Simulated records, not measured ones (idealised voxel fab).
A process module follows: voxel local oxidation.
Shown is cross-section cut, with a width of 250 nm and square cells of size 5 nm.
Each cross-section below is a grid of square cells, stated as bands in top-down order, with one or more rows of cells making up each band.
Band: top height; bottom height; in nm. Then, left to right: material with width in nm, for each material. "full width": a single material spanning edge to edge. "empty": empty space.
For the purposes of this specification, 0 denotes the height below which the wafer in its as-received condition is composed wholly of one material, and the lowermost band, lacking a lower limit, extends downward without end, as expressed in "from 0 down".
It should be noted that a width expressed as "30->40" varies in equal increments from row to row of cells within the band, taking the value of the first number at the top row and that of the second number at the bottom row.
"no change occurred" means the step left every cell of the cross-section as it was.
Under "Tabulated closed voids" you'll find the enclosed gaps, the ones with no way out to the top, that are 8 cells or bigger; each reads width x height at distance, with distance counted from the left edge, everything in nm.
On each step's line, the part that comes after the settings is the simulator's own comment on the step.
overlay nm: right-of-plan distance of the mask on a masked step; negative values mean left-of-plan.
### The process steps that were planned are listed below
1 RECEIVE, material Si
2 OXIDIZE, depth nm 5
3 CONFORMAL_DEP, material SiN, thk nm 10
4 DIRECTIONAL_DEP, material aC, thk nm 10
5 PATTERN, tone cover, mask id ACTIVE, material resist, width nm 90, thk nm 25, overlay nm 0
6 DIRECTIONAL_ETCH, etch materials aC, depth nm 10
7 STRIP, etch materials resist
8 DIRECTIONAL_ETCH, etch materials SiN, depth nm 10
9 STRIP, etch materials aC
10 SELECTIVE_ETCH, etch materials SiO2, depth nm 5
11 OXIDIZE, depth nm 10
12 STRIP, etch materials SiN
### First of two wafers, processed according to plan
### So this is the incoming wafer in cross-section - it's already been through step 1
    from 0 down  Si full width
    Tabulated closed voids: none
### You're looking at a cross-section of the wafer after step 2
    from 0 to -5  SiO2 full width
    All layers under -5 are left as they were.
### You're looking at a cross-section of the wafer after step 3
    from 10 to 0  SiN full width
    All layers under 0 are left as they were.
### You're looking at a cross-section of the wafer after step 4
    from 20 to 10  aC full width
    All layers under 10 are left as they were.
### You're looking at a cross-section of the wafer after step 5
    from 45 to 20  empty 80  resist 90  empty 80
    All layers under 20 are left as they were.
### You're looking at a cross-section of the wafer after step 6
    from 35 to 20  empty 80  resist 90  empty 80
    from 20 to 10  empty 80  aC 90  empty 80
    All layers under 10 are left as they were.
### You're looking at a cross-section of the wafer after step 7
    from 20 to 10  empty 80  aC 90  empty 80
    All layers under 10 are left as they were.
### You're looking at a cross-section of the wafer after step 8
    from 20 to 10  empty 80  aC 90  empty 80
    from 10 to 0  empty 80  SiN 90  empty 80
    All layers under 0 are left as they were.
### You're looking at a cross-section of the wafer after step 9
    from 10 to 0  empty 80  SiN 90  empty 80
    All layers under 0 are left as they were.
### You're looking at a cross-section of the wafer after step 10
    from 10 to 0  empty 80  SiN 90  empty 80
    from 0 to -5  empty 85  SiO2 80  empty 85
    All layers under -5 are left as they were.
### You're looking at a cross-section of the wafer after step 11
    from 10 to 0  empty 80  SiN 90  empty 80
    from 0 to -5  empty 85  SiO2 80  empty 85
    from -5 to -15  SiO2 95  Si 60  SiO2 95
    All layers under -15 are left as they were.
### You're looking at a cross-section of the wafer after step 12
    from 0 to -5  empty 85  SiO2 80  empty 85
    All layers under -5 are left as they were.
### Second of two: same start, same plan, one run error; steps up to and including 4 match the first
### Second wafer at the planned finish of step 5, seen in cross-section
    from 45 to 20  resist 80  empty 90  resist 80
    All layers under 20 are left as they were.
### Second wafer at the planned finish of step 6, seen in cross-section
    from 35 to 20  resist 80  empty 90  resist 80
    from 20 to 10  aC 80  empty 90  aC 80
    All layers under 10 are left as they were.
### Second wafer at the planned finish of step 7, seen in cross-section
    from 20 to 10  aC 80  empty 90  aC 80
    All layers under 10 are left as they were.
### Second wafer at the planned finish of step 8, seen in cross-section
    from 20 to 10  aC 80  empty 90  aC 80
    from 10 to 0  SiN 80  empty 90  SiN 80
    All layers under 0 are left as they were.
### Second wafer at the planned finish of step 9, seen in cross-section
    from 10 to 0  SiN 80  empty 90  SiN 80
    All layers under 0 are left as they were.
### Second wafer at the planned finish of step 10, seen in cross-section
    from 10 to 0  SiN 80  empty 90  SiN 80
    from 0 to -5  SiO2 75  empty 100  SiO2 75
    All layers under -5 are left as they were.
### Second wafer at the planned finish of step 11, seen in cross-section
    from 10 to 0  SiN 80  empty 90  SiN 80
    from 0 to -5  SiO2 75  empty 100  SiO2 75
    from -5 to -15  Si 65  SiO2 120  Si 65
    All layers under -15 are left as they were.
### Second wafer at the planned finish of step 12, seen in cross-section
    from 0 to -5  SiO2 75  empty 100  SiO2 75
    All layers under -5 are left as they were.
Nonconformance to the process plan: step 5 was not run as planned; what actually ran was PATTERN, tone open, mask id ACTIVE, material resist, width nm 90, thk nm 25, overlay nm 0
Once processing is complete, comparing cell counts shows that the second wafer has more or fewer of certain materials than the first: +28 Si; -14 SiO2
